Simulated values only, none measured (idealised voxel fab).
Process module in this document: voxel wiring stack
The figure presents cross-section cut, which has a width of 220 nm and is divided into square cells with an edge length of 5 nm.
How to read a cross-section here: the picture is a grid of square cells, written as bands going from the top down, and any band can span one or more rows of cells.
What a band's entry tells you: where the top is and where the bottom is, as heights in nm, and after that what lies inside, material by material from left to right, each with its width in nm. Empty space is written as the word "blank", and a single material marked with the word "all across" occupies the band from edge to edge.
All heights in this document are referenced to 0, defined as the level beneath which the wafer, as received, consists entirely of one material. The lowest band is not bounded below; it extends indefinitely downward and is written in the form "0..down".
A width given as "30 to 40" starts at the first number in the band's top row and ends at the second number in its bottom row, shifting by an equal amount at every step from row to row.
Step marked "identical to before"? Then no cell in the cross-section changed in it.
Sealed void list: empty space of 8 cells or more with no open way to the top, each as width x height at its distance from the left edge, in nm
It should be noted that, on the line of a given step, the content following the step's settings is a remark produced by the simulator itself with respect to that step.
The line of a step may include "overlay nm". On a step with a mask, this value is how far to the right of its planned place the mask lay. A negative value means the mask lay to the left.

Plan:
1 RECEIVE, material Si
2 CONFORMAL_DEP, material SiO2, thk nm 15
3 CONFORMAL_DEP, material SiCN, thk nm 5
4 DIRECTIONAL_DEP, material lowk, thk nm 15
5 PATTERN, tone open, mask id METAL_1, material resist, width nm 25, pitch nm 45, thk nm 15, overlay nm 0
6 DIRECTIONAL_ETCH, etch materials lowk, depth nm 15
7 DIRECTIONAL_ETCH, etch materials SiCN, depth nm 5
8 STRIP, etch materials resist
9 CONFORMAL_DEP, material TiN, thk nm 5
10 FILL_DEP, material Cu, thk nm 10
11 CMP, height nm 35
12 EPI, material Ru, thk nm 5
13 FILL_DEP, material SiCN, thk nm 5
14 DIRECTIONAL_DEP, material lowk, thk nm 20
15 PATTERN, tone open, mask id PLUG_1, material resist, width nm 15, thk nm 20, overlay nm 0
16 DIRECTIONAL_ETCH, etch materials lowk, depth nm 20
17 DIRECTIONAL_ETCH, etch materials SiCN, depth nm 5
18 STRIP, etch materials resist
19 CONFORMAL_DEP, material TiN, thk nm 5
20 FILL_DEP, material Cu, thk nm 10
21 CMP, height nm 65
22 CONFORMAL_DEP, material SiCN, thk nm 5
23 DIRECTIONAL_DEP, material lowk, thk nm 20
24 PATTERN, tone open, mask id METAL_2, material resist, width nm 25, pitch nm 45, thk nm 15, overlay nm 0
25 DIRECTIONAL_ETCH, etch materials lowk, depth nm 20
26 DIRECTIONAL_ETCH, etch materials SiCN, depth nm 5
27 STRIP, etch materials resist
28 CONFORMAL_DEP, material TiN, thk nm 5
29 FILL_DEP, material Cu, thk nm 5
30 CMP, height nm 90
31 EPI, material Ru, thk nm 5
32 FILL_DEP, material SiCN, thk nm 5
33 DIRECTIONAL_DEP, material SiO2, thk nm 30
34 PATTERN, tone open, mask id METAL_3_HOLES, material resist, width nm 15, thk nm 20, overlay nm 0
35 DIRECTIONAL_ETCH, etch materials SiO2, depth nm 30
36 STRIP, etch materials resist
37 PATTERN, tone open, mask id METAL_3, material resist, width nm 25, pitch nm 45, thk nm 20, overlay nm 0
38 DIRECTIONAL_ETCH, etch materials SiO2, depth nm 15
39 DIRECTIONAL_ETCH, etch materials SiCN, depth nm 5
40 STRIP, etch materials resist
41 CONFORMAL_DEP, material TiN, thk nm 5
42 FILL_DEP, material Cu, thk nm 10
43 CMP, height nm 130
44 CONFORMAL_DEP, material SiCN, thk nm 5
45 DIRECTIONAL_DEP, material lowk, thk nm 30
46 PATTERN, tone open, mask id METAL_4, material resist, width nm 25, pitch nm 45, thk nm 15, overlay nm 0
47 DIRECTIONAL_ETCH, etch materials lowk, depth nm 15
48 STRIP, etch materials resist
49 PATTERN, tone open, mask id METAL_4_HOLES, material resist, width nm 15, pitch nm 45, thk nm 15, overlay nm 0
50 DIRECTIONAL_ETCH, etch materials lowk, depth nm 15
51 DIRECTIONAL_ETCH, etch materials SiCN, depth nm 5
52 STRIP, etch materials resist
53 CONFORMAL_DEP, material TiN, thk nm 5
54 FILL_DEP, material Cu, thk nm 5
55 CMP, height nm 165
56 CONFORMAL_DEP, material SiCN, thk nm 5

As-received wafer cross-section (after step 1):
    0..down: Si all across
    Sealed void list: none

End-of-module cross-section of the first of two wafers, processed as planned:
    170..165: SiCN all across
    165..155: lowk 75 nm  TiN 5 nm  Cu 15 nm  TiN 5 nm  lowk 20 nm  TiN 5 nm  Cu 15 nm  TiN 5 nm  lowk 75 nm
    155..150: lowk 75 nm  TiN 5 nm  Cu 5 nm  TiN 15 nm  lowk 20 nm  TiN 5 nm  Cu 5 nm  TiN 15 nm  lowk 75 nm
    150..135: lowk 75 nm  TiN 5 nm  Cu 5 nm  TiN 5 nm  lowk 30 nm  TiN 5 nm  Cu 5 nm  TiN 5 nm  lowk 85 nm
    135..130: SiCN 75 nm  TiN 15 nm  SiCN 30 nm  TiN 15 nm  SiCN 85 nm
    130..120: SiO2 75 nm  TiN 5 nm  Cu 15 nm  TiN 5 nm  SiO2 20 nm  TiN 5 nm  Cu 15 nm  TiN 5 nm  SiO2 75 nm
    120..115: SiO2 75 nm  TiN 5 nm  Cu 5 nm  TiN 15 nm  SiO2 20 nm  TiN 25 nm  SiO2 75 nm
    115..100: SiO2 75 nm  TiN 5 nm  Cu 5 nm  TiN 5 nm  SiO2 130 nm
    100..95: SiCN 75 nm  TiN 15 nm  SiCN 130 nm
    95..90: SiCN 70 nm  Ru 35 nm  SiCN 10 nm  Ru 35 nm  SiCN 70 nm
    90..70: lowk 75 nm  TiN 5 nm  Cu 15 nm  TiN 5 nm  lowk 20 nm  TiN 5 nm  Cu 15 nm  TiN 5 nm  lowk 75 nm
    70..65: SiCN 75 nm  TiN 25 nm  SiCN 20 nm  TiN 25 nm  SiCN 75 nm
    65..45: lowk 75 nm  TiN 5 nm  Cu 5 nm  TiN 5 nm  lowk 130 nm
    45..40: SiCN 75 nm  TiN 15 nm  SiCN 130 nm
    40..35: SiCN 70 nm  Ru 35 nm  SiCN 10 nm  Ru 35 nm  SiCN 70 nm
    35..20: lowk 75 nm  TiN 5 nm  Cu 15 nm  TiN 5 nm  lowk 20 nm  TiN 5 nm  Cu 15 nm  TiN 5 nm  lowk 75 nm
    20..15: SiCN 75 nm  TiN 25 nm  SiCN 20 nm  TiN 25 nm  SiCN 75 nm
    15..0: SiO2 all across
    0..down: Si all across
    Sealed void list: none

What the second wafer looks like in cross-section once the module is done. Its start and its plan matched the first wafer's exactly; what differed was one mistake in how it was run:
    170..165: SiCN all across
    165..155: lowk 75 nm  TiN 5 nm  Cu 15 nm  TiN 5 nm  lowk 20 nm  TiN 5 nm  Cu 15 nm  TiN 5 nm  lowk 75 nm
    155..150: lowk 75 nm  TiN 5 nm  Cu 5 nm  TiN 15 nm  lowk 20 nm  TiN 5 nm  Cu 5 nm  TiN 15 nm  lowk 75 nm
    150..135: lowk 75 nm  TiN 5 nm  Cu 5 nm  TiN 5 nm  lowk 30 nm  TiN 5 nm  Cu 5 nm  TiN 5 nm  lowk 85 nm
    135..130: SiCN 75 nm  TiN 15 nm  SiCN 30 nm  TiN 15 nm  SiCN 85 nm
    130..120: SiO2 75 nm  TiN 5 nm  Cu 15 nm  TiN 5 nm  SiO2 20 nm  TiN 5 nm  Cu 15 nm  TiN 5 nm  SiO2 75 nm
    120..115: SiO2 75 nm  TiN 5 nm  Cu 5 nm  TiN 15 nm  SiO2 20 nm  TiN 25 nm  SiO2 75 nm
    115..100: SiO2 75 nm  TiN 5 nm  Cu 5 nm  TiN 5 nm  SiO2 130 nm
    100..95: SiCN 75 nm  TiN 15 nm  SiCN 130 nm
    95..90: SiCN 70 nm  Ru 35 nm  SiCN 10 nm  Ru 35 nm  SiCN 70 nm
    90..70: lowk 75 nm  TiN 5 nm  Cu 15 nm  TiN 5 nm  lowk 20 nm  TiN 5 nm  Cu 15 nm  TiN 5 nm  lowk 75 nm
    70..65: SiCN 75 nm  TiN 25 nm  SiCN 20 nm  TiN 25 nm  SiCN 75 nm
    65..45: lowk 75 nm  TiN 5 nm  Cu 5 nm  TiN 5 nm  lowk 130 nm
    45..40: SiCN 75 nm  TiN 15 nm  SiCN 130 nm
    40..35: SiCN 75 nm  Ru 25 nm  SiCN 20 nm  Ru 25 nm  SiCN 75 nm
    35..20: lowk 80 nm  TiN 5 nm  Cu 5 nm  TiN 5 nm  lowk 30 nm  TiN 5 nm  Cu 5 nm  TiN 5 nm  lowk 80 nm
    20..15: SiCN 80 nm  TiN 15 nm  SiCN 30 nm  TiN 15 nm  SiCN 80 nm
    15..0: SiO2 all across
    0..down: Si all across
    Sealed void list: none
It is concluded that the wafer was processed incorrectly with respect to the plan, in that step 5 ran as: PATTERN, tone open, mask id METAL_1, material resist, width nm 15, pitch nm 45, thk nm 15, overlay nm 0
The final cell counts differ between the wafers, with the second having more or fewer of some materials than the first: Cu -12 | Ru -4 | SiCN +8 | TiN -4 | lowk +12
